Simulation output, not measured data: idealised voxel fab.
Title: Process Module voxel lift off
cross-section cut | 240 nm wide | cells 5 nm
Square cells in a grid make up a cross-section in this document, and the grid is given as bands, listed from the top down, each one or more rows of cells.
Basically the band line says how high the top is and how high the bottom is, in nm, and then what's in it from left to right, every material with its width in nm. Empty space shows up as "empty", and if a single material carries "everywhere" it runs the full band edge to edge.
Heights are measured from 0, the level below which the as-received wafer is all one material; the lowest band has no bottom and continues downward, written as in "0 nm and below".
Read "30 to 40" as a graded width: first number on top, second number at the bottom, same change between each pair of neighbouring rows.
"no modifications" -> step changed no cross-section cell.
Empty spaces without an open route to the top, at least 8 cells in extent, make up the entry "closed voids"; each is given as width x height at distance, where the distance is measured from the left edge, and all are in nm.
Where a step's line continues beyond its settings, the continuation is a remark by the simulator itself on that step.
overlay nm: on a step with a mask, how far right of its planned place the mask lay; negative means left.
**Process steps - plan**
step 1: RECEIVE with material Si
step 2: CONFORMAL_DEP with material Al2O3, thk nm 5
step 3: PATTERN with tone open, mask id LINES, material resist, width nm 15, pitch nm 55, thk nm 20, overlay nm 0
step 4: DIRECTIONAL_DEP with material Ru, thk nm 5
step 5: STRIP with etch materials resist
step 6: CONFORMAL_DEP with material SiN, thk nm 10
varied across the wafers: width nm of step 3. The plan shows the first wafer's value. All wafers start alike
**First of several wafers, received after step 1, in cross-section**
    0 nm and below: Si everywhere
    closed voids: none
**Here is the cross-section of the first of several wafers at the end of the module, after its last step, step 6**
    20 nm to 15 nm: 75 nm empty; 35 nm SiN; 20 nm empty; 35 nm SiN; 75 nm empty
    15 nm to 10 nm: SiN everywhere
    10 nm to 5 nm: 85 nm SiN; 15 nm Ru; 40 nm SiN; 15 nm Ru; 85 nm SiN
    5 nm to 0 nm: Al2O3 everywhere
    0 nm and below: Si everywhere
    closed voids: none
**last wafer at the end**
    20 nm to 15 nm: 65 nm empty; 115 nm SiN; 60 nm empty
    15 nm to 10 nm: SiN everywhere
    10 nm to 5 nm: 75 nm SiN; 40 nm Ru; 15 nm SiN; 40 nm Ru; 70 nm SiN
    5 nm to 0 nm: Al2O3 everywhere
    0 nm and below: Si everywhere
    closed voids: none
**Here is how to read the rows: every wafer has a row, and it shows the wafer at the end of the module, giving for each material how many cells were gained (+) or lost (-) since the wafer was received, then listing its closed voids**
width nm 15; +48 Al2O3; +6 Ru; +104 SiN; closed voids: none
width nm 20; +48 Al2O3; +8 Ru; +104 SiN; closed voids: none
width nm 25; +48 Al2O3; +10 Ru; +104 SiN; closed voids: none
width nm 30; +48 Al2O3; +12 Ru; +104 SiN; closed voids: none
width nm 35; +48 Al2O3; +14 Ru; +104 SiN; closed voids: none
width nm 40; +48 Al2O3; +16 Ru; +103 SiN; closed voids: none
